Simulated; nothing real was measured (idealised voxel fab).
A process module follows: voxel wiring stack.
Cross-section cut: width 215 nm, square cells of 5 nm.
Square cells in a grid make up a cross-section in this document, and the grid is given as bands, listed from the top down, each one or more rows of cells.
The band entry comprises the height of the band's top followed by the height of its bottom, expressed in nm, and subsequently the band's materials from left to right, each stated together with its width in nm. Where a single material is marked with the word "throughout", that material fills the band from edge to edge. The word "empty" represents empty space.
Zero point of the height axis is 0; under it, received wafer = one material. Lowest band: continues down indefinitely, "0 and below".
Width: "30->40" (first number = top row, second number = bottom row, same change from row to row of cells).
"no change occurred" (step): cross-section cells unchanged, all of them.
In the "Trapped void list" entry, you get each enclosed empty space of 8 cells or more, one with no open way to the top, written width x height at distance, distance from the left edge, in nm.
Whatever follows a step's settings on its line is a remark the simulator itself makes about that step.
Among the settings permitted on a step's line is "overlay nm"; applied to a step with a mask, it specifies the extent to which the mask lay to the right of its planned position, whereas a negative figure signifies a position to the left.
THIS SECTION LISTS THE PROCESS STEPS THAT WERE PLANNED
1 RECEIVE, material Si
2 CONFORMAL_DEP, material SiO2, thk nm 10
3 CONFORMAL_DEP, material SiCN, thk nm 5
4 DIRECTIONAL_DEP, material SiO2, thk nm 15
5 MASKED_ETCH, tone open, mask id METAL_1, width nm 25, pitch nm 50, etch materials SiO2, depth nm 15, overlay nm 0
6 MASKED_ETCH, tone open, mask id METAL_1, width nm 25, pitch nm 50, etch materials SiCN, depth nm 5, overlay nm 0
7 CONFORMAL_DEP, material TiN, thk nm 5
8 FILL_DEP, material W, thk nm 5
9 CMP, height nm 30
10 CONFORMAL_DEP, material SiCN, thk nm 5
11 DIRECTIONAL_DEP, material lowk, thk nm 20
12 PATTERN, tone open, mask id PLUG_1, material resist, width nm 15, pitch nm 100, thk nm 15, overlay nm 0
13 DIRECTIONAL_ETCH, etch materials lowk, depth nm 20
14 DIRECTIONAL_ETCH, etch materials SiCN, depth nm 5
15 STRIP, etch materials resist
16 EPI, material Ru, thk nm 10
17 EPI, material Ru, thk nm 10
18 EPI, material Ru, thk nm 5
19 DIRECTIONAL_DEP, material TiN, thk nm 5
20 DIRECTIONAL_DEP, material Ru, thk nm 20
21 PATTERN, tone cover, mask id METAL_2, material resist, width nm 25, pitch nm 50, thk nm 20, overlay nm 0
22 DIRECTIONAL_ETCH, etch materials Ru, depth nm 20
23 DIRECTIONAL_ETCH, etch materials TiN, depth nm 5
24 STRIP, etch materials resist
25 FILL_DEP, material SiO2, thk nm 10
26 CMP, height nm 80
27 CONFORMAL_DEP, material SiCN, thk nm 5
28 DIRECTIONAL_DEP, material lowk, thk nm 15
29 PATTERN, tone open, mask id PLUG_2, material resist, width nm 15, pitch nm 100, thk nm 20, overlay nm 0
30 DIRECTIONAL_ETCH, etch materials lowk, depth nm 15
31 DIRECTIONAL_ETCH, etch materials SiCN, depth nm 5
32 STRIP, etch materials resist
33 CONFORMAL_DEP, material TiN, thk nm 5
34 FILL_DEP, material Cu, thk nm 5
35 CMP, height nm 100
36 DIRECTIONAL_DEP, material TiN, thk nm 5
37 DIRECTIONAL_DEP, material Ru, thk nm 15
38 MASKED_ETCH, tone cover, mask id METAL_3, width nm 25, pitch nm 50, etch materials Ru, depth nm 15, overlay nm 0
39 MASKED_ETCH, tone cover, mask id METAL_3, width nm 25, pitch nm 50, etch materials TiN, depth nm 5, overlay nm 0
40 FILL_DEP, material SiO2, thk nm 10
41 CMP, height nm 120
42 CONFORMAL_DEP, material SiN, thk nm 5
CROSS-SECTIONAL VIEW OF THE WAFER IN ITS AS-RECEIVED CONDITION, CORRESPONDING TO THE STATE AFTER STEP 1
	0 and below | Si throughout
	Trapped void list: none
CROSS-SECTION, END OF MODULE. START: AS ABOVE. PLAN: AS ABOVE. EXECUTION: ONE MISTAKE
	125 down to 120 | SiN throughout
	120 down to 105 | SiO2: 45 / Ru: 25 / SiO2: 25 / Ru: 25 / SiO2: 25 / Ru: 25 / SiO2: 45
	105 down to 100 | SiO2: 45 / TiN: 25 / SiO2: 25 / TiN: 25 / SiO2: 25 / TiN: 25 / SiO2: 45
	100 down to 85 | lowk: 45 / TiN: 5 / Cu: 5 / TiN: 5 / lowk: 85 / TiN: 5 / Cu: 5 / TiN: 5 / lowk: 55
	85 down to 80 | SiCN: 45 / TiN: 15 / SiCN: 85 / TiN: 15 / SiCN: 55
	80 down to 60 | SiO2: 60 / Ru: 10 / SiO2: 25 / Ru: 25 / SiO2: 40 / Ru: 10 / SiO2: 45
	60 down to 55 | SiO2: 60 / TiN: 10 / SiO2: 25 / TiN: 25 / SiO2: 40 / TiN: 10 / SiO2: 45
	55 down to 35 | lowk: 45 / Ru: 15 / lowk: 85 / Ru: 15 / lowk: 55
	35 down to 30 | SiCN: 45 / TiN: 15 / SiCN: 85 / TiN: 15 / SiCN: 55
	30 down to 20 | W: 40 / TiN: 5 / SiO2: 25 / TiN: 5 / W: 15 / TiN: 5 / SiO2: 25 / TiN: 5 / W: 15 / TiN: 5 / SiO2: 25 / TiN: 5 / W: 40
	20 down to 15 | TiN: 45 / SiO2: 25 / TiN: 25 / SiO2: 25 / TiN: 25 / SiO2: 25 / TiN: 45
	15 down to 10 | SiCN throughout
	10 down to 0 | SiO2 throughout
	0 and below | Si throughout
	Trapped void list: none
Misprocessing identified: note that step 5 departed from the planned setting and was carried out as MASKED_ETCH, tone cover, mask id METAL_1, width nm 25, pitch nm 50, etch materials SiO2, depth nm 15, overlay nm 0
